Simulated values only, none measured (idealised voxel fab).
The process module presented herein is designated voxel air gaps.
Cross-section cut: width 270 nm, square cells of 5 nm.
Throughout this document, each cross-section is represented as a grid of square cells and is presented as a sequence of bands enumerated from the top downward, where a band comprises one or more rows of cells.
In this notation a band is specified by the heights of its top and bottom, in that order and in nm, after which its materials appear from left to right, each paired with its width in nm. The word "edge to edge" attached to a single material means that material fills the band from edge to edge; the word "blank" stands for empty space.
Heights from 0 (as-received wafer is one material below). Bottom band endless downward, as "top 0, no bottom".
It should be noted that a width expressed as "30..40" varies in equal increments from row to row of cells within the band, taking the value of the first number at the top row and that of the second number at the bottom row.
"same as before" (step): cross-section cells unchanged, all of them.
"Trapped void list": sealed empty spaces, 8 cells or more, no open way to top, listed width x height at distance, with distance from the left edge and width, height and distance in nm.
Text after the settings on a step's line: the simulator's own remark on that step.
overlay nm: mask offset rightward from planned place, masked step; negative means leftward offset.

**These are the steps we planned for the process**
1,RECEIVE,material Si
2,CONFORMAL_DEP,material SiO2,thk nm 10
3,CONFORMAL_DEP,material SiCN,thk nm 5
4,DIRECTIONAL_DEP,material lowk,thk nm 40
5,DIRECTIONAL_DEP,material aC,thk nm 15
6,PATTERN,tone open,mask id LINES,material resist,width nm 15,pitch nm 40,thk nm 35,overlay nm 0
7,DIRECTIONAL_ETCH,etch materials aC,depth nm 15
8,STRIP,etch materials resist
9,DIRECTIONAL_ETCH,etch materials lowk,depth nm 40
10,STRIP,etch materials aC
11,CONFORMAL_DEP,material TiN,thk nm 5
12,FILL_DEP,material W,thk nm 10
13,CMP,height nm 55
14,EPI,material Ru,thk nm 10
15,SELECTIVE_ETCH,etch materials lowk,depth nm 50
16,CONFORMAL_DEP,material SiCN,thk nm 5

**The first of two wafers, run as planned**

**Wafer cross-section on receipt, i.e. after step 1**
> top 0, no bottom  Si edge to edge
> Trapped void list: none

**Presented here is a cross-section of the wafer after step 2 has been performed**
> top 10, bottom 0  SiO2 edge to edge
> Nothing below the height 0 has changed.

**Presented here is a cross-section of the wafer after step 3 has been performed**
> top 15, bottom 10  SiCN edge to edge
> Nothing below the height 10 has changed.

**Presented here is a cross-section of the wafer after step 4 has been performed**
> top 55, bottom 15  lowk edge to edge
> Nothing below the height 15 has changed.

**Presented here is a cross-section of the wafer after step 5 has been performed**
> top 70, bottom 55  aC edge to edge
> Nothing below the height 55 has changed.

**Presented here is a cross-section of the wafer after step 6 has been performed**
> top 105, bottom 70  resist=85; blank=15; resist=25; blank=15; resist=25; blank=15; resist=90
> Nothing below the height 70 has changed.

**Presented here is a cross-section of the wafer after step 7 has been performed**
> top 90, bottom 70  resist=85; blank=15; resist=25; blank=15; resist=25; blank=15; resist=90
> top 70, bottom 55  aC=85; blank=15; aC=25; blank=15; aC=25; blank=15; aC=90
> Nothing below the height 55 has changed.

**Presented here is a cross-section of the wafer after step 8 has been performed**
> top 70, bottom 55  aC=85; blank=15; aC=25; blank=15; aC=25; blank=15; aC=90
> Nothing below the height 55 has changed.

**Presented here is a cross-section of the wafer after step 9 has been performed**
> top 70, bottom 55  aC=85; blank=15; aC=25; blank=15; aC=25; blank=15; aC=90
> top 55, bottom 15  lowk=85; blank=15; lowk=25; blank=15; lowk=25; blank=15; lowk=90
> Nothing below the height 15 has changed.

**Presented here is a cross-section of the wafer after step 10 has been performed**
> top 55, bottom 15  lowk=85; blank=15; lowk=25; blank=15; lowk=25; blank=15; lowk=90
> Nothing below the height 15 has changed.

**Presented here is a cross-section of the wafer after step 11 has been performed**
> top 60, bottom 55  TiN=90; blank=5; TiN=35; blank=5; TiN=35; blank=5; TiN=95
> top 55, bottom 20  lowk=85; TiN=5; blank=5; TiN=5; lowk=25; TiN=5; blank=5; TiN=5; lowk=25; TiN=5; blank=5; TiN=5; lowk=90
> top 20, bottom 15  lowk=85; TiN=15; lowk=25; TiN=15; lowk=25; TiN=15; lowk=90
> Nothing below the height 15 has changed.

**Presented here is a cross-section of the wafer after step 12 has been performed**
> top 70, bottom 60  W edge to edge
> top 60, bottom 55  TiN=90; W=5; TiN=35; W=5; TiN=35; W=5; TiN=95
> top 55, bottom 20  lowk=85; TiN=5; W=5; TiN=5; lowk=25; TiN=5; W=5; TiN=5; lowk=25; TiN=5; W=5; TiN=5; lowk=90
> Nothing below the height 20 has changed.

**Presented here is a cross-section of the wafer after step 13 has been performed**
> top 55, bottom 20  lowk=85; TiN=5; W=5; TiN=5; lowk=25; TiN=5; W=5; TiN=5; lowk=25; TiN=5; W=5; TiN=5; lowk=90
> Nothing below the height 20 has changed.

**Presented here is a cross-section of the wafer after step 14 has been performed**
> top 65, bottom 55  blank=75; Ru=35; blank=5; Ru=35; blank=5; Ru=35; blank=80
> Nothing below the height 55 has changed.

**Presented here is a cross-section of the wafer after step 15 has been performed**
> top 65, bottom 55  blank=75; Ru=35; blank=5; Ru=35; blank=5; Ru=35; blank=80
> top 55, bottom 20  blank=85; TiN=5; W=5; TiN=5; blank=25; TiN=5; W=5; TiN=5; blank=25; TiN=5; W=5; TiN=5; blank=90
> top 20, bottom 15  blank=85; TiN=15; blank=25; TiN=15; blank=25; TiN=15; blank=90
> Nothing below the height 15 has changed.

**Presented here is a cross-section of the wafer after step 16 has been performed**
> top 70, bottom 65  blank=70; SiCN=125; blank=75
> top 65, bottom 55  blank=70; SiCN=5; Ru=35; SiCN=5; Ru=35; SiCN=5; Ru=35; SiCN=5; blank=75
> top 55, bottom 50  blank=70; SiCN=15; TiN=5; W=5; TiN=5; SiCN=25; TiN=5; W=5; TiN=5; SiCN=25; TiN=5; W=5; TiN=5; SiCN=15; blank=75
> top 50, bottom 20  blank=80; SiCN=5; TiN=5; W=5; TiN=5; SiCN=5; blank=15; SiCN=5; TiN=5; W=5; TiN=5; SiCN=5; blank=15; SiCN=5; TiN=5; W=5; TiN=5; SiCN=5; blank=85
> top 20, bottom 15  SiCN=85; TiN=15; SiCN=25; TiN=15; SiCN=25; TiN=15; SiCN=90
> Nothing below the height 15 has changed.
> Trapped void list: 15 x 30 at 105; 15 x 30 at 145

**Second wafer, same starting state and plan as the first, one mistake in the run, identical through step 1**

**Second wafer, sectioned view, at step 2's planned end time**
> top 10, bottom 0  Ru edge to edge
> Nothing below the height 0 has changed.

**Second wafer, sectioned view, at step 3's planned end time**
> top 15, bottom 10  SiCN edge to edge
> Nothing below the height 10 has changed.

**Second wafer, sectioned view, at step 4's planned end time**
> top 55, bottom 15  lowk edge to edge
> Nothing below the height 15 has changed.

**Second wafer, sectioned view, at step 5's planned end time**
> top 70, bottom 55  aC edge to edge
> Nothing below the height 55 has changed.

**Second wafer, sectioned view, at step 6's planned end time**
> top 105, bottom 70  resist=85; blank=15; resist=25; blank=15; resist=25; blank=15; resist=90
> Nothing below the height 70 has changed.

**Second wafer, sectioned view, at step 7's planned end time**
> top 90, bottom 70  resist=85; blank=15; resist=25; blank=15; resist=25; blank=15; resist=90
> top 70, bottom 55  aC=85; blank=15; aC=25; blank=15; aC=25; blank=15; aC=90
> Nothing below the height 55 has changed.

**Second wafer, sectioned view, at step 8's planned end time**
> top 70, bottom 55  aC=85; blank=15; aC=25; blank=15; aC=25; blank=15; aC=90
> Nothing below the height 55 has changed.

**Second wafer, sectioned view, at step 9's planned end time**
> top 70, bottom 55  aC=85; blank=15; aC=25; blank=15; aC=25; blank=15; aC=90
> top 55, bottom 15  lowk=85; blank=15; lowk=25; blank=15; lowk=25; blank=15; lowk=90
> Nothing below the height 15 has changed.

**Second wafer, sectioned view, at step 10's planned end time**
> top 55, bottom 15  lowk=85; blank=15; lowk=25; blank=15; lowk=25; blank=15; lowk=90
> Nothing below the height 15 has changed.

**Second wafer, sectioned view, at step 11's planned end time**
> top 60, bottom 55  TiN=90; blank=5; TiN=35; blank=5; TiN=35; blank=5; TiN=95
> top 55, bottom 20  lowk=85; TiN=5; blank=5; TiN=5; lowk=25; TiN=5; blank=5; TiN=5; lowk=25; TiN=5; blank=5; TiN=5; lowk=90
> top 20, bottom 15  lowk=85; TiN=15; lowk=25; TiN=15; lowk=25; TiN=15; lowk=90
> Nothing below the height 15 has changed.

**Second wafer, sectioned view, at step 12's planned end time**
> top 70, bottom 60  W edge to edge
> top 60, bottom 55  TiN=90; W=5; TiN=35; W=5; TiN=35; W=5; TiN=95
> top 55, bottom 20  lowk=85; TiN=5; W=5; TiN=5; lowk=25; TiN=5; W=5; TiN=5; lowk=25; TiN=5; W=5; TiN=5; lowk=90
> Nothing below the height 20 has changed.

**Second wafer, sectioned view, at step 13's planned end time**
> top 55, bottom 20  lowk=85; TiN=5; W=5; TiN=5; lowk=25; TiN=5; W=5; TiN=5; lowk=25; TiN=5; W=5; TiN=5; lowk=90
> Nothing below the height 20 has changed.

**Second wafer, sectioned view, at step 14's planned end time**
> top 65, bottom 55  blank=75; Ru=35; blank=5; Ru=35; blank=5; Ru=35; blank=80
> Nothing below the height 55 has changed.

**Second wafer, sectioned view, at step 15's planned end time**
> top 65, bottom 55  blank=75; Ru=35; blank=5; Ru=35; blank=5; Ru=35; blank=80
> top 55, bottom 20  blank=85; TiN=5; W=5; TiN=5; blank=25; TiN=5; W=5; TiN=5; blank=25; TiN=5; W=5; TiN=5; blank=90
> top 20, bottom 15  blank=85; TiN=15; blank=25; TiN=15; blank=25; TiN=15; blank=90
> Nothing below the height 15 has changed.

**Second wafer, sectioned view, at step 16's planned end time**
> top 70, bottom 65  blank=70; SiCN=125; blank=75
> top 65, bottom 55  blank=70; SiCN=5; Ru=35; SiCN=5; Ru=35; SiCN=5; Ru=35; SiCN=5; blank=75
> top 55, bottom 50  blank=70; SiCN=15; TiN=5; W=5; TiN=5; SiCN=25; TiN=5; W=5; TiN=5; SiCN=25; TiN=5; W=5; TiN=5; SiCN=15; blank=75
> top 50, bottom 20  blank=80; SiCN=5; TiN=5; W=5; TiN=5; SiCN=5; blank=15; SiCN=5; TiN=5; W=5; TiN=5; SiCN=5; blank=15; SiCN=5; TiN=5; W=5; TiN=5; SiCN=5; blank=85
> top 20, bottom 15  SiCN=85; TiN=15; SiCN=25; TiN=15; SiCN=25; TiN=15; SiCN=90
> Nothing below the height 15 has changed.
> Trapped void list: 15 x 30 at 105; 15 x 30 at 145
Diagnosis: contrary to plan, step 2 was performed as CONFORMAL_DEP,material Ru,thk nm 10
Wafer comparison, final, in cells, second relative to first, materials more or fewer: Ru +108 | SiO2 -108
